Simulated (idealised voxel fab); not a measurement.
process module | voxel capacitor over wiring
cross-section cut | 195 nm wide | cells 5 nm
A cross-section is a grid of square cells, given in bands from the top down. A band is one or more rows of cells.
Each band's line starts with the height of the band's top and of its bottom, in nm. Then come its materials from left to right, each with its width in nm. One material with "throughout" fills the band from edge to edge. "air" is empty space.
Height 0 is the level under which the wafer as received is all one material. The lowest band goes on downwards, as in "0 down".
A width such as "30 to 40" changes by the same amount from each row of cells to the next, from the band's top row to its bottom row.
"no change" after a step means that no cell of the cross-section changed.
closed voids: empty space of 8 cells or more with no open way to the top, each as width x height at its distance from the left edge, in nm
after a step's settings: what the simulator itself notes on the step
overlay nm, on a step with a mask: how far to the right of its planned place the mask lay; to the left if negative
plan
1 op RECEIVE | material Si
2 op CONFORMAL_DEP | material SiO2 | thk nm 10
3 op CONFORMAL_DEP | material SiCN | thk nm 5
4 op DIRECTIONAL_DEP | material lowk | thk nm 15
5 op PATTERN | tone open | mask id METAL_1 | material resist | width nm 25 | pitch nm 80 | thk nm 15 | overlay nm 0
6 op DIRECTIONAL_ETCH | etch materials lowk | depth nm 15
7 op DIRECTIONAL_ETCH | etch materials SiCN | depth nm 5
8 op STRIP | etch materials resist
9 op CONFORMAL_DEP | material TiN | thk nm 5
10 op FILL_DEP | material Cu | thk nm 10
11 op CMP | height nm 30
12 op EPI | material Ru | thk nm 5
13 op FILL_DEP | material SiCN | thk nm 5
14 op DIRECTIONAL_DEP | material lowk | thk nm 10
15 op MASKED_ETCH | tone open | mask id PLUG_1 | width nm 15 | etch materials lowk | depth nm 10 | overlay nm 0
16 op MASKED_ETCH | tone open | mask id PLUG_1 | width nm 15 | etch materials SiCN | depth nm 5 | overlay nm 0
17 op EPI | material Ru | thk nm 10
18 op EPI | material Ru | thk nm 5
19 op DIRECTIONAL_DEP | material TiN | thk nm 10
20 op DIRECTIONAL_DEP | material SiN | thk nm 5
21 op DIRECTIONAL_DEP | material TiN | thk nm 10
22 op DIRECTIONAL_DEP | material aC | thk nm 10
23 op PATTERN | tone cover | mask id UPPER_PLATE | material resist | width nm 60 | thk nm 30 | overlay nm 0
24 op DIRECTIONAL_ETCH | etch materials aC | depth nm 10
25 op STRIP | etch materials resist
26 op DIRECTIONAL_ETCH | etch materials TiN | depth nm 10
27 op DIRECTIONAL_ETCH | etch materials SiN | depth nm 5
28 op STRIP | etch materials aC
29 op MASKED_ETCH | tone cover | mask id LOWER_PLATE | width nm 70 | etch materials TiN | depth nm 10 | overlay nm 0
30 op FILL_DEP | material SiO2 | thk nm 15
31 op CMP | height nm 85
32 op PATTERN | tone open | mask id PLUG_2 | material resist | width nm 15 | thk nm 20 | overlay nm 0
33 op DIRECTIONAL_ETCH | etch materials SiO2 | depth nm 10
34 op STRIP | etch materials resist
35 op CONFORMAL_DEP | material TiN | thk nm 5
36 op FILL_DEP | material Cu | thk nm 5
37 op CMP | height nm 85
38 op CONFORMAL_DEP | material SiCN | thk nm 5
as received, after step 1
  0 down: Si throughout
  closed voids: none
a wafer at the end: this start, this plan, one mistake
  90 to 85: SiCN throughout
  85 to 80: SiO2 65 | TiN 5 | Cu 5 | TiN 5 | SiO2 115
  80 to 75: SiO2 65 | TiN 15 | SiO2 115
  75 to 65: SiO2 55 | TiN 20 | SiO2 120
  65 to 60: SiO2 55 | SiN 20 | TiN 40 | SiO2 80
  60 to 55: SiO2 50 | TiN 65 | SiO2 80
  55 to 50: SiO2 50 | TiN 25 | SiN 40 | SiO2 80
  50 to 45: SiO2 50 | Ru 25 | TiN 45 | SiO2 75
  45 to 40: SiO2 40 | lowk 15 | Ru 15 | lowk 5 | TiN 45 | lowk 35 | SiO2 40
  40 to 35: lowk 55 | Ru 15 | lowk 125
  35 to 30: lowk 40 | Ru 35 | lowk 45 | Ru 35 | lowk 40
  30 to 15: lowk 45 | TiN 5 | Cu 15 | TiN 5 | lowk 55 | TiN 5 | Cu 15 | TiN 5 | lowk 45
  15 to 10: SiCN 45 | TiN 25 | SiCN 55 | TiN 25 | SiCN 45
  10 to 0: SiO2 throughout
  0 down: Si throughout
  closed voids: none
what went wrong: step 13 was left out
